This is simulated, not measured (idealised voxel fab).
The following process module bears the name voxel transistor to metal.
We display cut, a cross-section 155 nm in width whose square cells are each 5 nm.
Just so we're on the same page, the cross-sections are grids of square cells, and they're listed out in bands top to bottom, each band one or more rows deep. Read a band's entry like this: the first values are the height of its top and the height of its bottom in nm, and what follows is the sequence of materials from left to right, each with its width in nm. Note that "air" is empty space, and that a single material marked "full width" reaches across the band from edge to edge. Measure heights from 0. That's the level where, below it, the as-received wafer is all one material. The lowest band is bottomless and extends downward; write it as in "0 and below". It should be noted that a width expressed as "30->40" varies in equal increments from row to row of cells within the band, taking the value of the first number at the top row and that of the second number at the bottom row. When a step is marked "nothing got changed", none of the cells in the cross-section changed during that step. Entry "Sealed-off cavities". Content: empty spaces with no open connection to the top, size 8 cells or greater. Each: width x height at distance. Distance: from left edge. Unit: nm. That trailing text on a step's line, after the settings, is the simulator's own remark on the step. overlay nm: where the mask lay relative to plan, measured to the right, on steps with a mask; negatives go left.

**Listed below are the process steps as planned**
step 1: RECEIVE [material Si]
step 2: CONFORMAL_DEP [material SiO2] [thk nm 5]
step 3: CONFORMAL_DEP [material SiN] [thk nm 15]
step 4: MASKED_ETCH [tone cover] [mask id ACTIVE] [width nm 95] [etch materials SiN] [depth nm 15] [overlay nm 0]
step 5: MASKED_ETCH [tone cover] [mask id ACTIVE] [width nm 95] [etch materials SiO2] [depth nm 5] [overlay nm 0]
step 6: MASKED_ETCH [tone cover] [mask id ACTIVE] [width nm 95] [etch materials Si] [depth nm 25] [overlay nm 0]
step 7: FILL_DEP [material SiO2] [thk nm 5]
step 8: CMP [height nm 20]
step 9: SELECTIVE_ETCH [etch materials SiO2] [depth nm 15]
step 10: STRIP [etch materials SiN]
step 11: SELECTIVE_ETCH [etch materials SiO2] [depth nm 5]
step 12: OXIDIZE [depth nm 5]
step 13: DIRECTIONAL_DEP [material polySi] [thk nm 20]
step 14: DIRECTIONAL_DEP [material SiCN] [thk nm 10]
step 15: DIRECTIONAL_DEP [material aC] [thk nm 10]
step 16: PATTERN [tone cover] [mask id GATE] [material resist] [width nm 25] [thk nm 25] [overlay nm 0]
step 17: DIRECTIONAL_ETCH [etch materials aC] [depth nm 10]
step 18: STRIP [etch materials resist]
step 19: DIRECTIONAL_ETCH [etch materials SiCN] [depth nm 20]
step 20: DIRECTIONAL_ETCH [etch materials polySi] [depth nm 30]
step 21: STRIP [etch materials aC]
step 22: CONFORMAL_DEP [material SiO2] [thk nm 5]
step 23: DIRECTIONAL_ETCH [etch materials SiO2] [depth nm 5]
step 24: CONFORMAL_DEP [material SiN] [thk nm 5]
step 25: DIRECTIONAL_ETCH [etch materials SiN] [depth nm 5]
step 26: DIRECTIONAL_ETCH [etch materials SiO2] [depth nm 5]
step 27: EPI [material pSi] [thk nm 5]
step 28: FILL_DEP [material SiO2] [thk nm 10]
step 29: CMP [height nm 20]
step 30: STRIP [etch materials polySi]
step 31: SELECTIVE_ETCH [etch materials SiO2] [depth nm 5]
step 32: CONFORMAL_DEP [material HfO2] [thk nm 5]
step 33: CONFORMAL_DEP [material TiN] [thk nm 5]
step 34: FILL_DEP [material W] [thk nm 5]
step 35: CMP [height nm 15]
step 36: DIRECTIONAL_DEP [material SiO2] [thk nm 15]
step 37: MASKED_ETCH [tone open] [mask id CONTACT] [width nm 15] [pitch nm 70] [etch materials SiO2] [depth nm 30] [overlay nm 0]
step 38: CONFORMAL_DEP [material TiN] [thk nm 5]
step 39: FILL_DEP [material Ru] [thk nm 5]
step 40: CMP [height nm 30]
step 41: DIRECTIONAL_DEP [material TiN] [thk nm 5]
step 42: DIRECTIONAL_DEP [material W] [thk nm 15]
step 43: PATTERN [tone cover] [mask id METAL_1] [material resist] [width nm 15] [pitch nm 70] [thk nm 15] [overlay nm 0]
step 44: DIRECTIONAL_ETCH [etch materials W] [depth nm 15]
step 45: DIRECTIONAL_ETCH [etch materials TiN] [depth nm 5]
step 46: STRIP [etch materials resist]
step 47: CONFORMAL_DEP [material SiCN] [thk nm 5]
step 48: FILL_DEP [material SiO2] [thk nm 5]
step 49: CMP [height nm 50]
step 50: CONFORMAL_DEP [material SiCN] [thk nm 5]
step 51: DIRECTIONAL_DEP [material SiO2] [thk nm 35]
step 52: PATTERN [tone open] [mask id METAL_2] [material resist] [width nm 15] [pitch nm 70] [thk nm 20] [overlay nm 0]
step 53: DIRECTIONAL_ETCH [etch materials SiO2] [depth nm 20]
step 54: STRIP [etch materials resist]
step 55: PATTERN [tone open] [mask id METAL_2_HOLES] [material resist] [width nm 15] [pitch nm 70] [thk nm 15] [overlay nm 0]
step 56: DIRECTIONAL_ETCH [etch materials SiO2] [depth nm 15]
step 57: DIRECTIONAL_ETCH [etch materials SiCN] [depth nm 5]
step 58: STRIP [etch materials resist]
step 59: CONFORMAL_DEP [material TiN] [thk nm 5]
step 60: FILL_DEP [material Ru] [thk nm 5]
step 61: CMP [height nm 90]
step 62: CONFORMAL_DEP [material SiCN] [thk nm 5]

**Incoming wafer in cross-section (state: after step 1)**
* 0 and below: Si full width
* Sealed-off cavities: none

**The first of the two wafers as seen in cross-section once the module was finished; processing followed the plan**
* 95 down to 90: SiCN full width
* 90 down to 55: SiO2 35 nm / TiN 5 nm / Ru 5 nm / TiN 5 nm / SiO2 55 nm / TiN 5 nm / Ru 5 nm / TiN 5 nm / SiO2 35 nm
* 55 down to 50: SiCN 35 nm / TiN 15 nm / SiCN 55 nm / TiN 15 nm / SiCN 35 nm
* 50 down to 35: SiO2 30 nm / SiCN 5 nm / W 15 nm / SiCN 5 nm / SiO2 45 nm / SiCN 5 nm / W 15 nm / SiCN 5 nm / SiO2 30 nm
* 35 down to 30: SiCN 35 nm / TiN 15 nm / SiCN 55 nm / TiN 15 nm / SiCN 35 nm
* 30 down to 15: SiO2 35 nm / TiN 5 nm / Ru 5 nm / TiN 5 nm / SiO2 55 nm / TiN 5 nm / Ru 5 nm / TiN 5 nm / SiO2 35 nm
* 15 down to 5: SiO2 35 nm / TiN 5 nm / Ru 5 nm / TiN 5 nm / SiO2 5 nm / SiN 5 nm / HfO2 5 nm / TiN 5 nm / W 15 nm / TiN 5 nm / HfO2 5 nm / SiN 5 nm / SiO2 5 nm / TiN 5 nm / Ru 5 nm / TiN 5 nm / SiO2 35 nm
* 5 down to 0: SiO2 35 nm / TiN 15 nm / SiO2 5 nm / SiN 5 nm / HfO2 5 nm / TiN 25 nm / HfO2 5 nm / SiN 5 nm / SiO2 5 nm / TiN 15 nm / SiO2 35 nm
* 0 down to -5: SiO2 25 nm / pSi 30 nm / SiO2 5 nm / HfO2 35 nm / SiO2 5 nm / pSi 30 nm / SiO2 25 nm
* -5 down to -25: SiO2 30 nm / Si 95 nm / SiO2 30 nm
* -25 and below: Si full width
* Sealed-off cavities: none

**This cross-section belongs to the second wafer of two at the end of the module; the start and the plan were shared with the first, and the run included one mistake**
* 95 down to 90: SiCN full width
* 90 down to 55: SiO2 full width
* 55 down to 50: SiCN full width
* 50 down to 35: SiO2 30 nm / SiCN 5 nm / W 15 nm / SiCN 5 nm / SiO2 45 nm / SiCN 5 nm / W 15 nm / SiCN 5 nm / SiO2 30 nm
* 35 down to 30: SiCN 35 nm / TiN 15 nm / SiCN 55 nm / TiN 15 nm / SiCN 35 nm
* 30 down to 15: SiO2 35 nm / TiN 5 nm / Ru 5 nm / TiN 5 nm / SiO2 55 nm / TiN 5 nm / Ru 5 nm / TiN 5 nm / SiO2 35 nm
* 15 down to 5: SiO2 35 nm / TiN 5 nm / Ru 5 nm / TiN 5 nm / SiO2 5 nm / SiN 5 nm / HfO2 5 nm / TiN 5 nm / W 15 nm / TiN 5 nm / HfO2 5 nm / SiN 5 nm / SiO2 5 nm / TiN 5 nm / Ru 5 nm / TiN 5 nm / SiO2 35 nm
* 5 down to 0: SiO2 35 nm / TiN 15 nm / SiO2 5 nm / SiN 5 nm / HfO2 5 nm / TiN 25 nm / HfO2 5 nm / SiN 5 nm / SiO2 5 nm / TiN 15 nm / SiO2 35 nm
* 0 down to -5: SiO2 25 nm / pSi 30 nm / SiO2 5 nm / HfO2 35 nm / SiO2 5 nm / pSi 30 nm / SiO2 25 nm
* -5 down to -25: SiO2 30 nm / Si 95 nm / SiO2 30 nm
* -25 and below: Si full width
* Sealed-off cavities: none
Short version of what went wrong: step 51, plan: ran twice
Looking at both finished wafers in cells, the second ends up ahead of or behind the first on some materials: -14 Ru | +6 SiCN | +42 SiO2 | -34 TiN
